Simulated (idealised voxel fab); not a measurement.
process module | voxel ribs on slabs
cross-section cut | 295 nm wide | cells 5 nm
A cross-section is a grid of square cells, given in bands from the top down. A band is one or more rows of cells.
Each band's line starts with the height of the band's top and of its bottom, in nm. Then come its materials from left to right, each with its width in nm. One material with "throughout" fills the band from edge to edge. "air" is empty space.
Height 0 is the level under which the wafer as received is all one material. The lowest band goes on downwards, as in "0 down".
A width such as "30 to 40" changes by the same amount from each row of cells to the next, from the band's top row to its bottom row.
"no change" after a step means that no cell of the cross-section changed.
closed voids: empty space of 8 cells or more with no open way to the top, each as width x height at its distance from the left edge, in nm
after a step's settings: what the simulator itself notes on the step
overlay nm, on a step with a mask: how far to the right of its planned place the mask lay; to the left if negative
plan
1 op RECEIVE | material Si
2 op DIRECTIONAL_DEP | material SiO2 | thk nm 20
3 op DIRECTIONAL_DEP | material polySi | thk nm 25
4 op DIRECTIONAL_DEP | material aC | thk nm 10
5 op PATTERN | tone cover | mask id RIB | material resist | width nm 15 | thk nm 30 | overlay nm 0
6 op DIRECTIONAL_ETCH | etch materials aC | depth nm 10
7 op STRIP | etch materials resist
8 op DIRECTIONAL_ETCH | etch materials polySi | depth nm 15
9 op STRIP | etch materials aC
10 op DIRECTIONAL_DEP | material aC | thk nm 15
11 op PATTERN | tone cover | mask id SLAB | material resist | width nm 55 | thk nm 35 | overlay nm 0
12 op DIRECTIONAL_ETCH | etch materials aC | depth nm 15
13 op STRIP | etch materials resist
14 op DIRECTIONAL_ETCH | etch materials polySi | depth nm 10
15 op STRIP | etch materials aC
16 op FILL_DEP | material SiO2 | thk nm 15
17 op CMP | height nm 55
18 op DIRECTIONAL_DEP | material TiN | thk nm 10
19 op PATTERN | tone cover | mask id HEATER | material resist | width nm 25 | thk nm 20 | overlay nm 0
20 op DIRECTIONAL_ETCH | etch materials TiN | depth nm 10
21 op STRIP | etch materials resist
22 op CONFORMAL_DEP | material SiO2 | thk nm 5
first wafer, as planned
as received, after step 1
  0 down: Si throughout
  closed voids: none
after step 2
  20 to 0: SiO2 throughout
  below 0: unchanged
after step 3
  45 to 20: polySi throughout
  below 20: unchanged
after step 4
  55 to 45: aC throughout
  below 45: unchanged
after step 5
  85 to 55: air 140 | resist 15 | air 140
  below 55: unchanged
after step 6
  75 to 55: air 140 | resist 15 | air 140
  55 to 45: air 140 | aC 15 | air 140
  below 45: unchanged
after step 7
  55 to 45: air 140 | aC 15 | air 140
  below 45: unchanged
after step 8
  55 to 45: air 140 | aC 15 | air 140
  45 to 30: air 140 | polySi 15 | air 140
  below 30: unchanged
after step 9
  45 to 30: air 140 | polySi 15 | air 140
  below 30: unchanged
after step 10
  60 to 45: air 140 | aC 15 | air 140
  45 to 30: aC 140 | polySi 15 | aC 140
  below 30: unchanged
after step 11
  95 to 60: air 120 | resist 55 | air 120
  60 to 45: air 120 | resist 20 | aC 15 | resist 20 | air 120
  below 45: unchanged
after step 12
  80 to 60: air 120 | resist 55 | air 120
  60 to 45: air 120 | resist 20 | aC 15 | resist 20 | air 120
  45 to 30: air 120 | aC 20 | polySi 15 | aC 20 | air 120
  below 30: unchanged
after step 13
  60 to 45: air 140 | aC 15 | air 140
  below 45: unchanged
after step 14
  60 to 45: air 140 | aC 15 | air 140
  45 to 30: air 120 | aC 20 | polySi 15 | aC 20 | air 120
  30 to 20: air 120 | polySi 55 | air 120
  below 20: unchanged
after step 15
  45 to 30: air 140 | polySi 15 | air 140
  below 30: unchanged
after step 16
  60 to 45: SiO2 throughout
  45 to 30: SiO2 140 | polySi 15 | SiO2 140
  30 to 20: SiO2 120 | polySi 55 | SiO2 120
  below 20: unchanged
after step 17
  55 to 45: SiO2 throughout
  below 45: unchanged
after step 18
  65 to 55: TiN throughout
  below 55: unchanged
after step 19
  85 to 65: air 135 | resist 25 | air 135
  below 65: unchanged
after step 20
  85 to 65: air 135 | resist 25 | air 135
  65 to 55: air 135 | TiN 25 | air 135
  below 55: unchanged
after step 21
  65 to 55: air 135 | TiN 25 | air 135
  below 55: unchanged
after step 22
  70 to 65: air 130 | SiO2 35 | air 130
  65 to 60: air 130 | SiO2 5 | TiN 25 | SiO2 5 | air 130
  60 to 55: SiO2 135 | TiN 25 | SiO2 135
  below 55: unchanged
second wafer: like start, like plan, one mistake. Through step 1 it matches the first wafer
when step 2 should have ended
  40 to 0: SiO2 throughout
  below 0: unchanged
when step 3 should have ended
  65 to 40: polySi throughout
  below 40: unchanged
when step 4 should have ended
  75 to 65: aC throughout
  below 65: unchanged
when step 5 should have ended
  105 to 75: air 140 | resist 15 | air 140
  below 75: unchanged
when step 6 should have ended
  95 to 75: air 140 | resist 15 | air 140
  75 to 65: air 140 | aC 15 | air 140
  below 65: unchanged
when step 7 should have ended
  75 to 65: air 140 | aC 15 | air 140
  below 65: unchanged
when step 8 should have ended
  75 to 65: air 140 | aC 15 | air 140
  65 to 50: air 140 | polySi 15 | air 140
  below 50: unchanged
when step 9 should have ended
  65 to 50: air 140 | polySi 15 | air 140
  below 50: unchanged
when step 10 should have ended
  80 to 65: air 140 | aC 15 | air 140
  65 to 50: aC 140 | polySi 15 | aC 140
  below 50: unchanged
when step 11 should have ended
  115 to 80: air 120 | resist 55 | air 120
  80 to 65: air 120 | resist 20 | aC 15 | resist 20 | air 120
  below 65: unchanged
when step 12 should have ended
  100 to 80: air 120 | resist 55 | air 120
  80 to 65: air 120 | resist 20 | aC 15 | resist 20 | air 120
  65 to 50: air 120 | aC 20 | polySi 15 | aC 20 | air 120
  below 50: unchanged
when step 13 should have ended
  80 to 65: air 140 | aC 15 | air 140
  below 65: unchanged
when step 14 should have ended
  80 to 65: air 140 | aC 15 | air 140
  65 to 50: air 120 | aC 20 | polySi 15 | aC 20 | air 120
  50 to 40: air 120 | polySi 55 | air 120
  below 40: unchanged
when step 15 should have ended
  65 to 50: air 140 | polySi 15 | air 140
  below 50: unchanged
when step 16 should have ended
  80 to 65: SiO2 throughout
  65 to 50: SiO2 140 | polySi 15 | SiO2 140
  50 to 40: SiO2 120 | polySi 55 | SiO2 120
  below 40: unchanged
when step 17 should have ended
  55 to 50: SiO2 140 | polySi 15 | SiO2 140
  below 50: unchanged
when step 18 should have ended
  65 to 55: TiN throughout
  below 55: unchanged
when step 19 should have ended
  85 to 65: air 135 | resist 25 | air 135
  below 65: unchanged
when step 20 should have ended
  85 to 65: air 135 | resist 25 | air 135
  65 to 55: air 135 | TiN 25 | air 135
  below 55: unchanged
when step 21 should have ended
  65 to 55: air 135 | TiN 25 | air 135
  below 55: unchanged
when step 22 should have ended
  70 to 65: air 130 | SiO2 35 | air 130
  65 to 60: air 130 | SiO2 5 | TiN 25 | SiO2 5 | air 130
  60 to 55: SiO2 135 | TiN 25 | SiO2 135
  below 55: unchanged
what went wrong: step 2 was run twice
at the end the second wafer has, in cells: 6 more of SiO2 | 6 fewer of polySi
